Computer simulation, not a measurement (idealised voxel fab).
The document below concerns the process module designated voxel air gaps.
The width of the displayed cross-section, cut, is 210 nm; its cells are square, with a size of 5 nm.
In what follows, cross-sections appear as grids of square cells, described through bands that run from the top down, where every band is one or more rows of cells. Within each band entry, the heights of the top and of the bottom of the band appear first, in that order and in nm; the materials of the band then follow from left to right, each with its corresponding width in nm. The designation "edge to edge" on a single material indicates that it fills the band from edge to edge; the designation "empty" indicates empty space. Heads up on the height convention: 0 is the point under which the incoming wafer is all one material, and the lowest band has no bottom, it just keeps going down, like "0 nm and below". The two numbers in a width such as "30..40" mark its ends across the band: the first belongs to the top row of cells, the second to the bottom row, and from each row to the next the width moves by the same amount. You'll sometimes find "no change" written for a step, and that's the way of saying that nowhere in the cross-section did a cell change during that step. The entry "Enclosed void catalog" lists the empty spaces that cover at least 8 cells and have no open path to the top. Each is written as width x height at distance, where the distance is measured from the left edge and all three values are in nm. The remark found on a step's line after its settings is issued by the simulator itself and pertains to that step. overlay nm: mask offset rightward from planned place, masked step; negative means leftward offset.
-- plan
- 1: RECEIVE [material Si]
- 2: CONFORMAL_DEP [material SiO2] [thk nm 15]
- 3: CONFORMAL_DEP [material SiCN] [thk nm 5]
- 4: DIRECTIONAL_DEP [material SiO2] [thk nm 40]
- 5: DIRECTIONAL_DEP [material aC] [thk nm 15]
- 6: PATTERN [tone open] [mask id LINES] [material resist] [width nm 15] [pitch nm 50] [thk nm 35] [overlay nm 0]
- 7: DIRECTIONAL_ETCH [etch materials aC] [depth nm 15]
- 8: STRIP [etch materials resist]
- 9: DIRECTIONAL_ETCH [etch materials SiO2] [depth nm 40]
- 10: STRIP [etch materials aC]
- 11: CONFORMAL_DEP [material TiN] [thk nm 5]
- 12: FILL_DEP [material Ru] [thk nm 10]
- 13: CMP [height nm 60]
- 14: EPI [material Ru] [thk nm 10]
- 15: SELECTIVE_ETCH [etch materials SiO2] [depth nm 50]
- 16: CONFORMAL_DEP [material SiCN] [thk nm 5]
What sets these wafers apart? The width nm at step 6. They all start alike, and the plan carries the first wafer's value.
-- First of several wafers, received after step 1, in cross-section
  0 nm and below | Si edge to edge
  Enclosed void catalog: none
-- Post step 16, the closing step of the module: first of several wafers, cross-sectioned
  75 nm to 70 nm | 10 empty / 45 SiCN / 5 empty / 45 SiCN / 5 empty / 45 SiCN / 5 empty / 45 SiCN / 5 empty
  70 nm to 60 nm | 10 empty / 5 SiCN / 35 Ru / 5 SiCN / 5 empty / 5 SiCN / 35 Ru / 5 SiCN / 5 empty / 5 SiCN / 35 Ru / 5 SiCN / 5 empty / 5 SiCN / 35 Ru / 5 SiCN / 5 empty
  60 nm to 55 nm | 10 empty / 15 SiCN / 5 TiN / 5 Ru / 5 TiN / 15 SiCN / 5 empty / 15 SiCN / 5 TiN / 5 Ru / 5 TiN / 15 SiCN / 5 empty / 15 SiCN / 5 TiN / 5 Ru / 5 TiN / 15 SiCN / 5 empty / 15 SiCN / 5 TiN / 5 Ru / 5 TiN / 15 SiCN / 5 empty
  55 nm to 25 nm | 20 empty / 5 SiCN / 5 TiN / 5 Ru / 5 TiN / 5 SiCN / 25 empty / 5 SiCN / 5 TiN / 5 Ru / 5 TiN / 5 SiCN / 25 empty / 5 SiCN / 5 TiN / 5 Ru / 5 TiN / 5 SiCN / 25 empty / 5 SiCN / 5 TiN / 5 Ru / 5 TiN / 5 SiCN / 15 empty
  25 nm to 20 nm | 25 SiCN / 15 TiN / 35 SiCN / 15 TiN / 35 SiCN / 15 TiN / 35 SiCN / 15 TiN / 20 SiCN
  20 nm to 15 nm | SiCN edge to edge
  15 nm to 0 nm | SiO2 edge to edge
  0 nm and below | Si edge to edge
  Enclosed void catalog: none
-- Cross-section of the last wafer at end of module
  75 nm to 70 nm | SiCN edge to edge
  70 nm to 60 nm | 5 SiCN / 200 Ru / 5 SiCN
  60 nm to 55 nm | 15 SiCN / 5 TiN / 20 Ru / 5 TiN / 20 SiO2 / 5 TiN / 20 Ru / 5 TiN / 20 SiO2 / 5 TiN / 20 Ru / 5 TiN / 20 SiO2 / 5 TiN / 20 Ru / 5 TiN / 15 SiCN
  55 nm to 25 nm | 10 empty / 5 SiCN / 5 TiN / 20 Ru / 5 TiN / 20 SiO2 / 5 TiN / 20 Ru / 5 TiN / 20 SiO2 / 5 TiN / 20 Ru / 5 TiN / 20 SiO2 / 5 TiN / 20 Ru / 5 TiN / 5 SiCN / 10 empty
  25 nm to 20 nm | 15 SiCN / 30 TiN / 20 SiO2 / 30 TiN / 20 SiO2 / 30 TiN / 20 SiO2 / 30 TiN / 15 SiCN
  20 nm to 15 nm | SiCN edge to edge
  15 nm to 0 nm | SiO2 edge to edge
  0 nm and below | Si edge to edge
  Enclosed void catalog: 10 x 30 at 0; 10 x 30 at 200
-- Row per wafer, end-of-module: cell gain (+)/loss (-) by material since the wafer came in, then closed voids
width nm 15 | +84 Ru | +196 SiCN | +126 SiO2 | +68 TiN | Enclosed void catalog: none
width nm 20 | +120 Ru | +196 SiCN | +126 SiO2 | +72 TiN | Enclosed void catalog: 20 x 30 at 45; 20 x 30 at 95; 20 x 30 at 145
width nm 25 | +156 Ru | +184 SiCN | +126 SiO2 | +76 TiN | Enclosed void catalog: 15 x 30 at 50; 15 x 30 at 100; 15 x 30 at 150; 10 x 30 at 200
width nm 30 | +192 Ru | +112 SiCN | +222 SiO2 | +80 TiN | Enclosed void catalog: 10 x 30 at 0; 10 x 30 at 200
